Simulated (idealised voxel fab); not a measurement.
The name of this process module is voxel ribs on slabs.
Xsec cut, 205 nm wide, square cell size 5 nm.
We lay out every cross-section as a grid of square cells and spell it out in bands from the top down, where one band means one or more rows of cells. First you get the band's top height and its bottom height, in nm, and then the materials it's made of, left to right, with each width in nm. If you see a single material with "all across", that one covers the band edge to edge. "blank" is empty space. We count height from 0. Below that, the starting wafer is all one material. The lowest band never ends at the bottom but goes on down; see "0 -> down" for how that is written. So if you see something like "30->40" for the width, read it as the top row of the band sitting at the first number and the bottom row at the second, with every row in between moving by the same amount as the last. Where a step carries "stayed the same", the cross-section came out of it unchanged, cell for cell. "Sealed internal voids": empty spaces of 8 cells or more with no open way to the top, each given as width x height at distance, distance from the left edge, all in nm. It should be noted that, on the line of a given step, the content following the step's settings is a remark produced by the simulator itself with respect to that step. Among the settings permitted on a step's line is "overlay nm"; applied to a step with a mask, it specifies the extent to which the mask lay to the right of its planned position, whereas a negative figure signifies a position to the left.

The following list gives the planned process steps:
1. RECEIVE,material Si
2. DIRECTIONAL_DEP,material SiO2,thk nm 30
3. DIRECTIONAL_DEP,material polySi,thk nm 25
4. MASKED_ETCH,tone cover,mask id RIB,width nm 30,etch materials polySi,depth nm 5,overlay nm 0
5. DIRECTIONAL_DEP,material aC,thk nm 15
6. PATTERN,tone cover,mask id SLAB,material resist,width nm 70,thk nm 35,overlay nm 0
7. DIRECTIONAL_ETCH,etch materials aC,depth nm 15
8. STRIP,etch materials resist
9. DIRECTIONAL_ETCH,etch materials polySi,depth nm 20
10. STRIP,etch materials aC
11. FILL_DEP,material SiO2,thk nm 25
12. CMP,height nm 70
13. DIRECTIONAL_DEP,material W,thk nm 10
14. MASKED_ETCH,tone cover,mask id HEATER,width nm 40,etch materials W,depth nm 10,overlay nm 0
15. CONFORMAL_DEP,material SiN,thk nm 5

First of two wafers - as planned:

Shown in cross-section is the wafer as received, that is, as it stands after step 1:
	0 -> down  Si all across
	Sealed internal voids: none

Wafer section view after processing step 2:
	30 -> 0  SiO2 all across
	Below a height of 0, the structure has not been altered.

Wafer section view after processing step 3:
	55 -> 30  polySi all across
	Below a height of 30, the structure has not been altered.

Wafer section view after processing step 4:
	55 -> 50  85 nm blank; 30 nm polySi; 90 nm blank
	Below a height of 50, the structure has not been altered.

Wafer section view after processing step 5:
	70 -> 65  85 nm blank; 30 nm aC; 90 nm blank
	65 -> 55  aC all across
	55 -> 50  85 nm aC; 30 nm polySi; 90 nm aC
	Below a height of 50, the structure has not been altered.

Wafer section view after processing step 6:
	105 -> 70  65 nm blank; 70 nm resist; 70 nm blank
	70 -> 65  65 nm blank; 20 nm resist; 30 nm aC; 20 nm resist; 70 nm blank
	Below a height of 65, the structure has not been altered.

Wafer section view after processing step 7:
	90 -> 70  65 nm blank; 70 nm resist; 70 nm blank
	70 -> 65  65 nm blank; 20 nm resist; 30 nm aC; 20 nm resist; 70 nm blank
	65 -> 55  65 nm blank; 70 nm aC; 70 nm blank
	55 -> 50  65 nm blank; 20 nm aC; 30 nm polySi; 20 nm aC; 70 nm blank
	Below a height of 50, the structure has not been altered.

Wafer section view after processing step 8:
	70 -> 65  85 nm blank; 30 nm aC; 90 nm blank
	Below a height of 65, the structure has not been altered.

Wafer section view after processing step 9:
	70 -> 65  85 nm blank; 30 nm aC; 90 nm blank
	65 -> 55  65 nm blank; 70 nm aC; 70 nm blank
	55 -> 50  65 nm blank; 20 nm aC; 30 nm polySi; 20 nm aC; 70 nm blank
	50 -> 30  65 nm blank; 70 nm polySi; 70 nm blank
	Below a height of 30, the structure has not been altered.

Wafer section view after processing step 10:
	55 -> 50  85 nm blank; 30 nm polySi; 90 nm blank
	Below a height of 50, the structure has not been altered.

Wafer section view after processing step 11:
	80 -> 55  SiO2 all across
	55 -> 50  85 nm SiO2; 30 nm polySi; 90 nm SiO2
	50 -> 30  65 nm SiO2; 70 nm polySi; 70 nm SiO2
	Below a height of 30, the structure has not been altered.

Wafer section view after processing step 12:
	70 -> 55  SiO2 all across
	Below a height of 55, the structure has not been altered.

Wafer section view after processing step 13:
	80 -> 70  W all across
	Below a height of 70, the structure has not been altered.

Wafer section view after processing step 14:
	80 -> 70  80 nm blank; 40 nm W; 85 nm blank
	Below a height of 70, the structure has not been altered.

Wafer section view after processing step 15:
	85 -> 80  75 nm blank; 50 nm SiN; 80 nm blank
	80 -> 75  75 nm blank; 5 nm SiN; 40 nm W; 5 nm SiN; 80 nm blank
	75 -> 70  80 nm SiN; 40 nm W; 85 nm SiN
	Below a height of 70, the structure has not been altered.

Second of two: same start, same plan, one run error; steps up to and including 14 match the first:

Cross-section of the second wafer corresponding to the planned conclusion of step 15:
	85 -> 75  75 nm blank; 50 nm W; 80 nm blank
	75 -> 70  W all across
	Below a height of 70, the structure has not been altered.
Nonconformance to the process plan: step 15 ran as: CONFORMAL_DEP,material W,thk nm 5
Cell-count delta at end, second wafer over first, by material: SiN: 45 fewer, W: 45 more
